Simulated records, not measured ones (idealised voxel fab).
Documented hereafter: the process module known as voxel transistor to metal.
Section shown: cut. Width: 295 nm. Cell size: 5 nm, square.
Throughout this document, each cross-section is represented as a grid of square cells and is presented as a sequence of bands enumerated from the top downward, where a band comprises one or more rows of cells.
First you get the band's top height and its bottom height, in nm, and then the materials it's made of, left to right, with each width in nm. If you see a single material with "all across", that one covers the band edge to edge. "blank" is empty space.
Convention: height 0 is the level below which the wafer, as received, is all one material. The lowest band does not terminate at the bottom but continues downward, represented as "from 0 down".
The width entry "30..40" should be interpreted row by row: the top row of cells in the band takes the first number, the bottom row takes the second number, and the change between adjacent rows is uniform throughout.
Key: "nothing different" - step with no changed cell in the cross-section.
"Unvented cavities" specifies each empty space that is not open to the top and that occupies no fewer than 8 cells, using the form width x height at distance, the distance measured from the left edge and all three quantities in nm.
Whatever follows a step's settings on its line is a remark the simulator itself makes about that step.
overlay nm: for a step with a mask, the amount by which the mask lay right of where it was planned; a negative amount means left of it.
Pairs, read this way: before one process step on the one hand, after it on the other, the after cross-section ending at the lowest band that changed; the step between, settings included, beneath. Same starting wafer throughout, but possibly different runs of this module, so no pair continues from the pair above unless its entry headed "Pre-process state" says so.

-- Pre-process state
    from 20 to 15  55 nm blank, then 10 nm SiN, then 35 nm blank, then 10 nm SiN, then 70 nm blank, then 10 nm SiN, then 35 nm blank, then 10 nm SiN, then 60 nm blank
    from 15 to 5  55 nm SiO2, then 10 nm SiN, then 35 nm blank, then 10 nm SiN, then 70 nm SiO2, then 10 nm SiN, then 35 nm blank, then 10 nm SiN, then 60 nm SiO2
    from 5 to 0  40 nm SiO2, then 15 nm nSi, then 10 nm SiN, then 35 nm blank, then 10 nm SiN, then 15 nm nSi, then 40 nm SiO2, then 15 nm nSi, then 10 nm SiN, then 35 nm blank, then 10 nm SiN, then 15 nm nSi, then 45 nm SiO2
    from 0 to -5  15 nm SiO2, then 10 nm SiN, then 15 nm SiO2, then 15 nm nSi, then 10 nm SiN, then 35 nm blank, then 10 nm SiN, then 10 nm nSi, then 10 nm SiN, then 10 nm SiO2, then 10 nm SiN, then 15 nm SiO2, then 15 nm nSi, then 10 nm SiN, then 35 nm blank, then 10 nm SiN, then 10 nm nSi, then 10 nm SiN, then 40 nm SiO2
    from -5 to -10  25 nm SiO2, then 30 nm nSi, then 5 nm SiO2, then 45 nm blank, then 5 nm SiO2, then 10 nm nSi, then 30 nm SiO2, then 30 nm nSi, then 5 nm SiO2, then 45 nm blank, then 5 nm SiO2, then 10 nm nSi, then 50 nm SiO2
    from -10 to -20  25 nm SiO2, then 30 nm nSi, then 55 nm Si, then 10 nm nSi, then 10 nm Si, then 20 nm SiO2, then 30 nm nSi, then 55 nm Si, then 10 nm nSi, then 10 nm Si, then 40 nm SiO2
    from -20 to -45  25 nm SiO2, then 105 nm Si, then 20 nm SiO2, then 105 nm Si, then 40 nm SiO2
    from -45 down  Si all across
    Unvented cavities: none

-- Sectional Result
    from 25 to 20  50 nm blank, then 20 nm HfO2, then 25 nm blank, then 20 nm HfO2, then 60 nm blank, then 20 nm HfO2, then 25 nm blank, then 20 nm HfO2, then 55 nm blank
    from 20 to 15  55 nm HfO2, then 10 nm SiN, then 5 nm HfO2, then 25 nm blank, then 5 nm HfO2, then 10 nm SiN, then 70 nm HfO2, then 10 nm SiN, then 5 nm HfO2, then 25 nm blank, then 5 nm HfO2, then 10 nm SiN, then 60 nm HfO2
    from 15 to 5  55 nm SiO2, then 10 nm SiN, then 5 nm HfO2, then 25 nm blank, then 5 nm HfO2, then 10 nm SiN, then 70 nm SiO2, then 10 nm SiN, then 5 nm HfO2, then 25 nm blank, then 5 nm HfO2, then 10 nm SiN, then 60 nm SiO2
    from 5 to 0  40 nm SiO2, then 15 nm nSi, then 10 nm SiN, then 5 nm HfO2, then 25 nm blank, then 5 nm HfO2, then 10 nm SiN, then 15 nm nSi, then 40 nm SiO2, then 15 nm nSi, then 10 nm SiN, then 5 nm HfO2, then 25 nm blank, then 5 nm HfO2, then 10 nm SiN, then 15 nm nSi, then 45 nm SiO2
    from 0 to -5  15 nm SiO2, then 10 nm SiN, then 15 nm SiO2, then 15 nm nSi, then 10 nm SiN, then 5 nm HfO2, then 25 nm blank, then 5 nm HfO2, then 10 nm SiN, then 10 nm nSi, then 10 nm SiN, then 10 nm SiO2, then 10 nm SiN, then 15 nm SiO2, then 15 nm nSi, then 10 nm SiN, then 5 nm HfO2, then 25 nm blank, then 5 nm HfO2, then 10 nm SiN, then 10 nm nSi, then 10 nm SiN, then 40 nm SiO2
    from -5 to -10  25 nm SiO2, then 30 nm nSi, then 5 nm SiO2, then 45 nm HfO2, then 5 nm SiO2, then 10 nm nSi, then 30 nm SiO2, then 30 nm nSi, then 5 nm SiO2, then 45 nm HfO2, then 5 nm SiO2, then 10 nm nSi, then 50 nm SiO2
    Beneath the level -10, the cross-section is identical to its previous state.
    Unvented cavities: none
Transition step, before and after shown above: CONFORMAL_DEP (material HfO2; thk nm 5)

Pre-process state: The structure entering this step is exactly what the pair just above shows after its step.

-- Sectional Result
    from 30 to 25  45 nm blank, then 30 nm TiN, then 15 nm blank, then 30 nm TiN, then 50 nm blank, then 30 nm TiN, then 15 nm blank, then 30 nm TiN, then 50 nm blank
    from 25 to 20  50 nm TiN, then 20 nm HfO2, then 5 nm TiN, then 15 nm blank, then 5 nm TiN, then 20 nm HfO2, then 60 nm TiN, then 20 nm HfO2, then 5 nm TiN, then 15 nm blank, then 5 nm TiN, then 20 nm HfO2, then 55 nm TiN
    from 20 to 15  55 nm HfO2, then 10 nm SiN, then 5 nm HfO2, then 5 nm TiN, then 15 nm blank, then 5 nm TiN, then 5 nm HfO2, then 10 nm SiN, then 70 nm HfO2, then 10 nm SiN, then 5 nm HfO2, then 5 nm TiN, then 15 nm blank, then 5 nm TiN, then 5 nm HfO2, then 10 nm SiN, then 60 nm HfO2
    from 15 to 5  55 nm SiO2, then 10 nm SiN, then 5 nm HfO2, then 5 nm TiN, then 15 nm blank, then 5 nm TiN, then 5 nm HfO2, then 10 nm SiN, then 70 nm SiO2, then 10 nm SiN, then 5 nm HfO2, then 5 nm TiN, then 15 nm blank, then 5 nm TiN, then 5 nm HfO2, then 10 nm SiN, then 60 nm SiO2
    from 5 to 0  40 nm SiO2, then 15 nm nSi, then 10 nm SiN, then 5 nm HfO2, then 5 nm TiN, then 15 nm blank, then 5 nm TiN, then 5 nm HfO2, then 10 nm SiN, then 15 nm nSi, then 40 nm SiO2, then 15 nm nSi, then 10 nm SiN, then 5 nm HfO2, then 5 nm TiN, then 15 nm blank, then 5 nm TiN, then 5 nm HfO2, then 10 nm SiN, then 15 nm nSi, then 45 nm SiO2
    from 0 to -5  15 nm SiO2, then 10 nm SiN, then 15 nm SiO2, then 15 nm nSi, then 10 nm SiN, then 5 nm HfO2, then 25 nm TiN, then 5 nm HfO2, then 10 nm SiN, then 10 nm nSi, then 10 nm SiN, then 10 nm SiO2, then 10 nm SiN, then 15 nm SiO2, then 15 nm nSi, then 10 nm SiN, then 5 nm HfO2, then 25 nm TiN, then 5 nm HfO2, then 10 nm SiN, then 10 nm nSi, then 10 nm SiN, then 40 nm SiO2
    Beneath the level -5, the cross-section is identical to its previous state.
    Unvented cavities: none
Transition step, before and after shown above: CONFORMAL_DEP (material TiN; thk nm 5)

Pre-process state: The structure entering this step is exactly what the pair just above shows after its step.

-- Sectional Result
    from 35 to 30  W all across
    from 30 to 25  45 nm W, then 30 nm TiN, then 15 nm W, then 30 nm TiN, then 50 nm W, then 30 nm TiN, then 15 nm W, then 30 nm TiN, then 50 nm W
    from 25 to 20  50 nm TiN, then 20 nm HfO2, then 5 nm TiN, then 15 nm W, then 5 nm TiN, then 20 nm HfO2, then 60 nm TiN, then 20 nm HfO2, then 5 nm TiN, then 15 nm W, then 5 nm TiN, then 20 nm HfO2, then 55 nm TiN
    from 20 to 15  55 nm HfO2, then 10 nm SiN, then 5 nm HfO2, then 5 nm TiN, then 15 nm W, then 5 nm TiN, then 5 nm HfO2, then 10 nm SiN, then 70 nm HfO2, then 10 nm SiN, then 5 nm HfO2, then 5 nm TiN, then 15 nm W, then 5 nm TiN, then 5 nm HfO2, then 10 nm SiN, then 60 nm HfO2
    from 15 to 5  55 nm SiO2, then 10 nm SiN, then 5 nm HfO2, then 5 nm TiN, then 15 nm W, then 5 nm TiN, then 5 nm HfO2, then 10 nm SiN, then 70 nm SiO2, then 10 nm SiN, then 5 nm HfO2, then 5 nm TiN, then 15 nm W, then 5 nm TiN, then 5 nm HfO2, then 10 nm SiN, then 60 nm SiO2
    from 5 to 0  40 nm SiO2, then 15 nm nSi, then 10 nm SiN, then 5 nm HfO2, then 5 nm TiN, then 15 nm W, then 5 nm TiN, then 5 nm HfO2, then 10 nm SiN, then 15 nm nSi, then 40 nm SiO2, then 15 nm nSi, then 10 nm SiN, then 5 nm HfO2, then 5 nm TiN, then 15 nm W, then 5 nm TiN, then 5 nm HfO2, then 10 nm SiN, then 15 nm nSi, then 45 nm SiO2
    Beneath the level 0, the cross-section is identical to its previous state.
    Unvented cavities: none
Transition step, before and after shown above: FILL_DEP (material W; thk nm 5)

Pre-process state: The structure entering this step is exactly what the pair just above shows after its step.

-- Sectional Result
    from 15 to 5  55 nm SiO2, then 10 nm SiN, then 5 nm HfO2, then 5 nm TiN, then 15 nm W, then 5 nm TiN, then 5 nm HfO2, then 10 nm SiN, then 70 nm SiO2, then 10 nm SiN, then 5 nm HfO2, then 5 nm TiN, then 15 nm W, then 5 nm TiN, then 5 nm HfO2, then 10 nm SiN, then 60 nm SiO2
    Beneath the level 5, the cross-section is identical to its previous state.
    Unvented cavities: none
Transition step, before and after shown above: CMP (height nm 15)

Pre-process state: The structure entering this step is exactly what the pair just above shows after its step.

-- Sectional Result
    from 25 to 15  SiO2 all across
    Beneath the level 15, the cross-section is identical to its previous state.
    Unvented cavities: none
Transition step, before and after shown above: DIRECTIONAL_DEP (material SiO2; thk nm 10)

Pre-process state: The structure entering this step is exactly what the pair just above shows after its step.

-- Sectional Result
    from 40 to 25  aC all across
    Beneath the level 25, the cross-section is identical to its previous state.
    Unvented cavities: none
Transition step, before and after shown above: DIRECTIONAL_DEP (material aC; thk nm 15)

Pre-process state: The structure entering this step is exactly what the pair just above shows after its step.

-- Sectional Result
    from 75 to 40  35 nm resist, then 15 nm blank, then 65 nm resist, then 15 nm blank, then 30 nm resist, then 15 nm blank, then 65 nm resist, then 15 nm blank, then 40 nm resist
    Beneath the level 40, the cross-section is identical to its previous state.
    Unvented cavities: none
Transition step, before and after shown above: PATTERN (tone open; mask id CONTACT; material resist; width nm 15; thk nm 35; overlay nm 0)

Pre-process state: The structure entering this step is exactly what the pair just above shows after its step.

-- Sectional Result
    from 60 to 40  35 nm resist, then 15 nm blank, then 65 nm resist, then 15 nm blank, then 30 nm resist, then 15 nm blank, then 65 nm resist, then 15 nm blank, then 40 nm resist
    from 40 to 25  35 nm aC, then 15 nm blank, then 65 nm aC, then 15 nm blank, then 30 nm aC, then 15 nm blank, then 65 nm aC, then 15 nm blank, then 40 nm aC
    Beneath the level 25, the cross-section is identical to its previous state.
    Unvented cavities: none
Transition step, before and after shown above: DIRECTIONAL_ETCH (etch materials aC; depth nm 15)

Pre-process state: The structure entering this step is exactly what the pair just above shows after its step.

-- Sectional Result
    from 40 to 25  35 nm aC, then 15 nm blank, then 65 nm aC, then 15 nm blank, then 30 nm aC, then 15 nm blank, then 65 nm aC, then 15 nm blank, then 40 nm aC
    Beneath the level 25, the cross-section is identical to its previous state.
    Unvented cavities: none
Transition step, before and after shown above: STRIP (etch materials resist)

Pre-process state: The structure entering this step is exactly what the pair just above shows after its step.

-- Sectional Result
    from 40 to 25  35 nm aC, then 15 nm blank, then 65 nm aC, then 15 nm blank, then 30 nm aC, then 15 nm blank, then 65 nm aC, then 15 nm blank, then 40 nm aC
    from 25 to 15  35 nm SiO2, then 15 nm blank, then 65 nm SiO2, then 15 nm blank, then 30 nm SiO2, then 15 nm blank, then 65 nm SiO2, then 15 nm blank, then 40 nm SiO2
    from 15 to 5  35 nm SiO2, then 15 nm blank, then 5 nm SiO2, then 10 nm SiN, then 5 nm HfO2, then 5 nm TiN, then 15 nm W, then 5 nm TiN, then 5 nm HfO2, then 10 nm SiN, then 5 nm SiO2, then 15 nm blank, then 30 nm SiO2, then 15 nm blank, then 5 nm SiO2, then 10 nm SiN, then 5 nm HfO2, then 5 nm TiN, then 15 nm W, then 5 nm TiN, then 5 nm HfO2, then 10 nm SiN, then 5 nm SiO2, then 15 nm blank, then 40 nm SiO2
    from 5 to 0  35 nm SiO2, then 5 nm blank, then 15 nm nSi, then 10 nm SiN, then 5 nm HfO2, then 5 nm TiN, then 15 nm W, then 5 nm TiN, then 5 nm HfO2, then 10 nm SiN, then 15 nm nSi, then 5 nm blank, then 30 nm SiO2, then 5 nm blank, then 15 nm nSi, then 10 nm SiN, then 5 nm HfO2, then 5 nm TiN, then 15 nm W, then 5 nm TiN, then 5 nm HfO2, then 10 nm SiN, then 15 nm nSi, then 5 nm blank, then 40 nm SiO2
    from 0 to -5  15 nm SiO2, then 10 nm SiN, then 10 nm SiO2, then 5 nm blank, then 15 nm nSi, then 10 nm SiN, then 5 nm HfO2, then 25 nm TiN, then 5 nm HfO2, then 10 nm SiN, then 10 nm nSi, then 10 nm SiN, then 10 nm SiO2, then 10 nm SiN, then 10 nm SiO2, then 5 nm blank, then 15 nm nSi, then 10 nm SiN, then 5 nm HfO2, then 25 nm TiN, then 5 nm HfO2, then 10 nm SiN, then 10 nm nSi, then 10 nm SiN, then 40 nm SiO2
    Beneath the level -5, the cross-section is identical to its previous state.
    Unvented cavities: none
Transition step, before and after shown above: DIRECTIONAL_ETCH (etch materials SiO2; depth nm 30)

Pre-process state: The structure entering this step is exactly what the pair just above shows after its step.

-- Sectional Result
    from 25 to 15  35 nm SiO2, then 15 nm blank, then 65 nm SiO2, then 15 nm blank, then 30 nm SiO2, then 15 nm blank, then 65 nm SiO2, then 15 nm blank, then 40 nm SiO2
    Beneath the level 15, the cross-section is identical to its previous state.
    Unvented cavities: none
Transition step, before and after shown above: STRIP (etch materials aC)

Pre-process state: The structure entering this step is exactly what the pair just above shows after its step.

-- Sectional Result
    from 30 to 25  40 nm TiN, then 5 nm blank, then 75 nm TiN, then 5 nm blank, then 40 nm TiN, then 5 nm blank, then 75 nm TiN, then 5 nm blank, then 45 nm TiN
    from 25 to 15  35 nm SiO2, then 5 nm TiN, then 5 nm blank, then 5 nm TiN, then 65 nm SiO2, then 5 nm TiN, then 5 nm blank, then 5 nm TiN, then 30 nm SiO2, then 5 nm TiN, then 5 nm blank, then 5 nm TiN, then 65 nm SiO2, then 5 nm TiN, then 5 nm blank, then 5 nm TiN, then 40 nm SiO2
    from 15 to 10  35 nm SiO2, then 5 nm TiN, then 5 nm blank, then 5 nm TiN, then 5 nm SiO2, then 10 nm SiN, then 5 nm HfO2, then 5 nm TiN, then 15 nm W, then 5 nm TiN, then 5 nm HfO2, then 10 nm SiN, then 5 nm SiO2, then 5 nm TiN, then 5 nm blank, then 5 nm TiN, then 30 nm SiO2, then 5 nm TiN, then 5 nm blank, then 5 nm TiN, then 5 nm SiO2, then 10 nm SiN, then 5 nm HfO2, then 5 nm TiN, then 15 nm W, then 5 nm TiN, then 5 nm HfO2, then 10 nm SiN, then 5 nm SiO2, then 5 nm TiN, then 5 nm blank, then 5 nm TiN, then 40 nm SiO2
    from 10 to 5  35 nm SiO2, then 15 nm TiN, then 5 nm SiO2, then 10 nm SiN, then 5 nm HfO2, then 5 nm TiN, then 15 nm W, then 5 nm TiN, then 5 nm HfO2, then 10 nm SiN, then 5 nm SiO2, then 15 nm TiN, then 30 nm SiO2, then 15 nm TiN, then 5 nm SiO2, then 10 nm SiN, then 5 nm HfO2, then 5 nm TiN, then 15 nm W, then 5 nm TiN, then 5 nm HfO2, then 10 nm SiN, then 5 nm SiO2, then 15 nm TiN, then 40 nm SiO2
    from 5 to 0  35 nm SiO2, then 5 nm TiN, then 15 nm nSi, then 10 nm SiN, then 5 nm HfO2, then 5 nm TiN, then 15 nm W, then 5 nm TiN, then 5 nm HfO2, then 10 nm SiN, then 15 nm nSi, then 5 nm TiN, then 30 nm SiO2, then 5 nm TiN, then 15 nm nSi, then 10 nm SiN, then 5 nm HfO2, then 5 nm TiN, then 15 nm W, then 5 nm TiN, then 5 nm HfO2, then 10 nm SiN, then 15 nm nSi, then 5 nm TiN, then 40 nm SiO2
    from 0 to -5  15 nm SiO2, then 10 nm SiN, then 10 nm SiO2, then 5 nm TiN, then 15 nm nSi, then 10 nm SiN, then 5 nm HfO2, then 25 nm TiN, then 5 nm HfO2, then 10 nm SiN, then 10 nm nSi, then 10 nm SiN, then 10 nm SiO2, then 10 nm SiN, then 10 nm SiO2, then 5 nm TiN, then 15 nm nSi, then 10 nm SiN, then 5 nm HfO2, then 25 nm TiN, then 5 nm HfO2, then 10 nm SiN, then 10 nm nSi, then 10 nm SiN, then 40 nm SiO2
    Beneath the level -5, the cross-section is identical to its previous state.
    Unvented cavities: none
Transition step, before and after shown above: CONFORMAL_DEP (material TiN; thk nm 5)

Pre-process state: The structure entering this step is exactly what the pair just above shows after its step.

-- Sectional Result
    from 40 to 30  W all across
    from 30 to 25  40 nm TiN, then 5 nm W, then 75 nm TiN, then 5 nm W, then 40 nm TiN, then 5 nm W, then 75 nm TiN, then 5 nm W, then 45 nm TiN
    from 25 to 15  35 nm SiO2, then 5 nm TiN, then 5 nm W, then 5 nm TiN, then 65 nm SiO2, then 5 nm TiN, then 5 nm W, then 5 nm TiN, then 30 nm SiO2, then 5 nm TiN, then 5 nm W, then 5 nm TiN, then 65 nm SiO2, then 5 nm TiN, then 5 nm W, then 5 nm TiN, then 40 nm SiO2
    from 15 to 10  35 nm SiO2, then 5 nm TiN, then 5 nm W, then 5 nm TiN, then 5 nm SiO2, then 10 nm SiN, then 5 nm HfO2, then 5 nm TiN, then 15 nm W, then 5 nm TiN, then 5 nm HfO2, then 10 nm SiN, then 5 nm SiO2, then 5 nm TiN, then 5 nm W, then 5 nm TiN, then 30 nm SiO2, then 5 nm TiN, then 5 nm W, then 5 nm TiN, then 5 nm SiO2, then 10 nm SiN, then 5 nm HfO2, then 5 nm TiN, then 15 nm W, then 5 nm TiN, then 5 nm HfO2, then 10 nm SiN, then 5 nm SiO2, then 5 nm TiN, then 5 nm W, then 5 nm TiN, then 40 nm SiO2
    Beneath the level 10, the cross-section is identical to its previous state.
    Unvented cavities: none
Transition step, before and after shown above: FILL_DEP (material W; thk nm 10)

Pre-process state: The structure entering this step is exactly what the pair just above shows after its step.

-- Sectional Result
    from 25 to 15  35 nm SiO2, then 5 nm TiN, then 5 nm W, then 5 nm TiN, then 65 nm SiO2, then 5 nm TiN, then 5 nm W, then 5 nm TiN, then 30 nm SiO2, then 5 nm TiN, then 5 nm W, then 5 nm TiN, then 65 nm SiO2, then 5 nm TiN, then 5 nm W, then 5 nm TiN, then 40 nm SiO2
    Beneath the level 15, the cross-section is identical to its previous state.
    Unvented cavities: none
Transition step, before and after shown above: CMP (height nm 25)

Pre-process state: The structure entering this step is exactly what the pair just above shows after its step.

-- Sectional Result
    from 30 to 25  TiN all across
    Beneath the level 25, the cross-section is identical to its previous state.
    Unvented cavities: none
Transition step, before and after shown above: DIRECTIONAL_DEP (material TiN; thk nm 5)

Pre-process state: The structure entering this step is exactly what the pair just above shows after its step.

-- Sectional Result
    from 50 to 30  W all across
    Beneath the level 30, the cross-section is identical to its previous state.
    Unvented cavities: none
Transition step, before and after shown above: DIRECTIONAL_DEP (material W; thk nm 20)

Pre-process state: The structure entering this step is exactly what the pair just above shows after its step.

-- Sectional Result
    from 60 to 50  aC all across
    Beneath the level 50, the cross-section is identical to its previous state.
    Unvented cavities: none
Transition step, before and after shown above: DIRECTIONAL_DEP (material aC; thk nm 10)

Pre-process state: The structure entering this step is exactly what the pair just above shows after its step.

-- Sectional Result
    from 85 to 60  35 nm blank, then 15 nm resist, then 65 nm blank, then 15 nm resist, then 30 nm blank, then 15 nm resist, then 65 nm blank, then 15 nm resist, then 40 nm blank
    Beneath the level 60, the cross-section is identical to its previous state.
    Unvented cavities: none
Transition step, before and after shown above: PATTERN (tone cover; mask id METAL_1; material resist; width nm 15; thk nm 25; overlay nm 0)

Pre-process state: The structure entering this step is exactly what the pair just above shows after its step.

-- Sectional Result
    from 75 to 60  35 nm blank, then 15 nm resist, then 65 nm blank, then 15 nm resist, then 30 nm blank, then 15 nm resist, then 65 nm blank, then 15 nm resist, then 40 nm blank
    from 60 to 50  35 nm blank, then 15 nm aC, then 65 nm blank, then 15 nm aC, then 30 nm blank, then 15 nm aC, then 65 nm blank, then 15 nm aC, then 40 nm blank
    Beneath the level 50, the cross-section is identical to its previous state.
    Unvented cavities: none
Transition step, before and after shown above: DIRECTIONAL_ETCH (etch materials aC; depth nm 10)

Pre-process state: The structure entering this step is exactly what the pair just above shows after its step.

-- Sectional Result
    from 60 to 50  35 nm blank, then 15 nm aC, then 65 nm blank, then 15 nm aC, then 30 nm blank, then 15 nm aC, then 65 nm blank, then 15 nm aC, then 40 nm blank
    Beneath the level 50, the cross-section is identical to its previous state.
    Unvented cavities: none
Transition step, before and after shown above: STRIP (etch materials resist)

Pre-process state: The structure entering this step is exactly what the pair just above shows after its step.

-- Sectional Result
    from 60 to 50  35 nm blank, then 15 nm aC, then 65 nm blank, then 15 nm aC, then 30 nm blank, then 15 nm aC, then 65 nm blank, then 15 nm aC, then 40 nm blank
    from 50 to 30  35 nm blank, then 15 nm W, then 65 nm blank, then 15 nm W, then 30 nm blank, then 15 nm W, then 65 nm blank, then 15 nm W, then 40 nm blank
    Beneath the level 30, the cross-section is identical to its previous state.
    Unvented cavities: none
Transition step, before and after shown above: DIRECTIONAL_ETCH (etch materials W; depth nm 20)

Pre-process state: The structure entering this step is exactly what the pair just above shows after its step.

-- Sectional Result
    from 60 to 50  35 nm blank, then 15 nm aC, then 65 nm blank, then 15 nm aC, then 30 nm blank, then 15 nm aC, then 65 nm blank, then 15 nm aC, then 40 nm blank
    from 50 to 30  35 nm blank, then 15 nm W, then 65 nm blank, then 15 nm W, then 30 nm blank, then 15 nm W, then 65 nm blank, then 15 nm W, then 40 nm blank
    from 30 to 25  35 nm blank, then 15 nm TiN, then 65 nm blank, then 15 nm TiN, then 30 nm blank, then 15 nm TiN, then 65 nm blank, then 15 nm TiN, then 40 nm blank
    Beneath the level 25, the cross-section is identical to its previous state.
    Unvented cavities: none
Transition step, before and after shown above: DIRECTIONAL_ETCH (etch materials TiN; depth nm 5)

Pre-process state: The structure entering this step is exactly what the pair just above shows after its step.

-- Sectional Result
    from 50 to 30  35 nm blank, then 15 nm W, then 65 nm blank, then 15 nm W, then 30 nm blank, then 15 nm W, then 65 nm blank, then 15 nm W, then 40 nm blank
    Beneath the level 30, the cross-section is identical to its previous state.
    Unvented cavities: none
Transition step, before and after shown above: STRIP (etch materials aC)

Pre-process state: The structure entering this step is exactly what the pair just above shows after its step.

-- Sectional Result
    from 55 to 50  SiO2 all across
    from 50 to 30  35 nm SiO2, then 15 nm W, then 65 nm SiO2, then 15 nm W, then 30 nm SiO2, then 15 nm W, then 65 nm SiO2, then 15 nm W, then 40 nm SiO2
    from 30 to 25  35 nm SiO2, then 15 nm TiN, then 65 nm SiO2, then 15 nm TiN, then 30 nm SiO2, then 15 nm TiN, then 65 nm SiO2, then 15 nm TiN, then 40 nm SiO2
    Beneath the level 25, the cross-section is identical to its previous state.
    Unvented cavities: none
Transition step, before and after shown above: FILL_DEP (material SiO2; thk nm 5)

Pre-process state: The structure entering this step is exactly what the pair just above shows after its step.

-- Sectional Result
    from 50 to 30  35 nm SiO2, then 15 nm W, then 65 nm SiO2, then 15 nm W, then 30 nm SiO2, then 15 nm W, then 65 nm SiO2, then 15 nm W, then 40 nm SiO2
    Beneath the level 30, the cross-section is identical to its previous state.
    Unvented cavities: none
Transition step, before and after shown above: CMP (height nm 50)

Pre-process state: The structure entering this step is exactly what the pair just above shows after its step.

-- Sectional Result
    from 55 to 50  SiCN all across
    Beneath the level 50, the cross-section is identical to its previous state.
    Unvented cavities: none
Transition step, before and after shown above: CONFORMAL_DEP (material SiCN; thk nm 5)

Pre-process state: The structure entering this step is exactly what the pair just above shows after its step.

-- Sectional Result
    from 85 to 55  SiO2 all across
    Beneath the level 55, the cross-section is identical to its previous state.
    Unvented cavities: none
Transition step, before and after shown above: DIRECTIONAL_DEP (material SiO2; thk nm 30)

Pre-process state: The structure entering this step is exactly what the pair just above shows after its step.

-- Sectional Result
    from 95 to 85  aC all across
    Beneath the level 85, the cross-section is identical to its previous state.
    Unvented cavities: none
Transition step, before and after shown above: DIRECTIONAL_DEP (material aC; thk nm 10)

Pre-process state: The structure entering this step is exactly what the pair just above shows after its step.

-- Sectional Result
    from 125 to 95  35 nm resist, then 15 nm blank, then 110 nm resist, then 15 nm blank, then 120 nm resist
    Beneath the level 95, the cross-section is identical to its previous state.
    Unvented cavities: none
Transition step, before and after shown above: PATTERN (tone open; mask id METAL_2; material resist; width nm 15; pitch nm 125; thk nm 30; overlay nm 0)

Pre-process state: The structure entering this step is exactly what the pair just above shows after its step.

-- Sectional Result
    from 115 to 95  35 nm resist, then 15 nm blank, then 110 nm resist, then 15 nm blank, then 120 nm resist
    from 95 to 85  35 nm aC, then 15 nm blank, then 110 nm aC, then 15 nm blank, then 120 nm aC
    Beneath the level 85, the cross-section is identical to its previous state.
    Unvented cavities: none
Transition step, before and after shown above: DIRECTIONAL_ETCH (etch materials aC; depth nm 10)

Pre-process state: The structure entering this step is exactly what the pair just above shows after its step.

-- Sectional Result
    from 95 to 85  35 nm aC, then 15 nm blank, then 110 nm aC, then 15 nm blank, then 120 nm aC
    Beneath the level 85, the cross-section is identical to its previous state.
    Unvented cavities: none
Transition step, before and after shown above: STRIP (etch materials resist)

Pre-process state: The structure entering this step is exactly what the pair just above shows after its step.

-- Sectional Result
    from 95 to 85  35 nm aC, then 15 nm blank, then 110 nm aC, then 15 nm blank, then 120 nm aC
    from 85 to 65  35 nm SiO2, then 15 nm blank, then 110 nm SiO2, then 15 nm blank, then 120 nm SiO2
    Beneath the level 65, the cross-section is identical to its previous state.
    Unvented cavities: none
Transition step, before and after shown above: DIRECTIONAL_ETCH (etch materials SiO2; depth nm 20)

Pre-process state: The structure entering this step is exactly what the pair just above shows after its step.

-- Sectional Result
    from 85 to 65  35 nm SiO2, then 15 nm blank, then 110 nm SiO2, then 15 nm blank, then 120 nm SiO2
    Beneath the level 65, the cross-section is identical to its previous state.
    Unvented cavities: none
Transition step, before and after shown above: STRIP (etch materials aC)

Pre-process state: The structure entering this step is exactly what the pair just above shows after its step.

-- Sectional Result
    from 100 to 85  35 nm aC, then 15 nm blank, then 110 nm aC, then 15 nm blank, then 120 nm aC
    from 85 to 80  35 nm SiO2, then 15 nm blank, then 110 nm SiO2, then 15 nm blank, then 120 nm SiO2
    from 80 to 65  35 nm SiO2, then 15 nm aC, then 110 nm SiO2, then 15 nm aC, then 120 nm SiO2
    Beneath the level 65, the cross-section is identical to its previous state.
    Unvented cavities: none
Transition step, before and after shown above: DIRECTIONAL_DEP (material aC; thk nm 15)

Pre-process state: The structure entering this step is exactly what the pair just above shows after its step.

-- Sectional Result
    from 130 to 100  35 nm resist, then 15 nm blank, then 110 nm resist, then 15 nm blank, then 120 nm resist
    Beneath the level 100, the cross-section is identical to its previous state.
    Unvented cavities: none
Transition step, before and after shown above: PATTERN (tone open; mask id METAL_2_HOLES; material resist; width nm 15; pitch nm 125; thk nm 30; overlay nm 0)

Pre-process state: The structure entering this step is exactly what the pair just above shows after its step.

-- Sectional Result
    from 115 to 100  35 nm resist, then 15 nm blank, then 110 nm resist, then 15 nm blank, then 120 nm resist
    from 100 to 85  35 nm aC, then 15 nm blank, then 110 nm aC, then 15 nm blank, then 120 nm aC
    from 85 to 65  35 nm SiO2, then 15 nm blank, then 110 nm SiO2, then 15 nm blank, then 120 nm SiO2
    Beneath the level 65, the cross-section is identical to its previous state.
    Unvented cavities: none
Transition step, before and after shown above: DIRECTIONAL_ETCH (etch materials aC; depth nm 15)

Pre-process state: The structure entering this step is exactly what the pair just above shows after its step.

-- Sectional Result
    from 100 to 85  35 nm aC, then 15 nm blank, then 110 nm aC, then 15 nm blank, then 120 nm aC
    Beneath the level 85, the cross-section is identical to its previous state.
    Unvented cavities: none
Transition step, before and after shown above: STRIP (etch materials resist)

Pre-process state: The structure entering this step is exactly what the pair just above shows after its step.

-- Sectional Result
    from 100 to 85  35 nm aC, then 15 nm blank, then 110 nm aC, then 15 nm blank, then 120 nm aC
    from 85 to 55  35 nm SiO2, then 15 nm blank, then 110 nm SiO2, then 15 nm blank, then 120 nm SiO2
    Beneath the level 55, the cross-section is identical to its previous state.
    Unvented cavities: none
Transition step, before and after shown above: DIRECTIONAL_ETCH (etch materials SiO2; depth nm 10)

Pre-process state: The structure entering this step is exactly what the pair just above shows after its step.

-- Sectional Result
    from 100 to 85  35 nm aC, then 15 nm blank, then 110 nm aC, then 15 nm blank, then 120 nm aC
    from 85 to 55  35 nm SiO2, then 15 nm blank, then 110 nm SiO2, then 15 nm blank, then 120 nm SiO2
    from 55 to 50  35 nm SiCN, then 15 nm blank, then 110 nm SiCN, then 15 nm blank, then 120 nm SiCN
    Beneath the level 50, the cross-section is identical to its previous state.
    Unvented cavities: none
Transition step, before and after shown above: DIRECTIONAL_ETCH (etch materials SiCN; depth nm 5)

Pre-process state: The structure entering this step is exactly what the pair just above shows after its step.

-- Sectional Result
    from 85 to 55  35 nm SiO2, then 15 nm blank, then 110 nm SiO2, then 15 nm blank, then 120 nm SiO2
    Beneath the level 55, the cross-section is identical to its previous state.
    Unvented cavities: none
Transition step, before and after shown above: STRIP (etch materials aC)
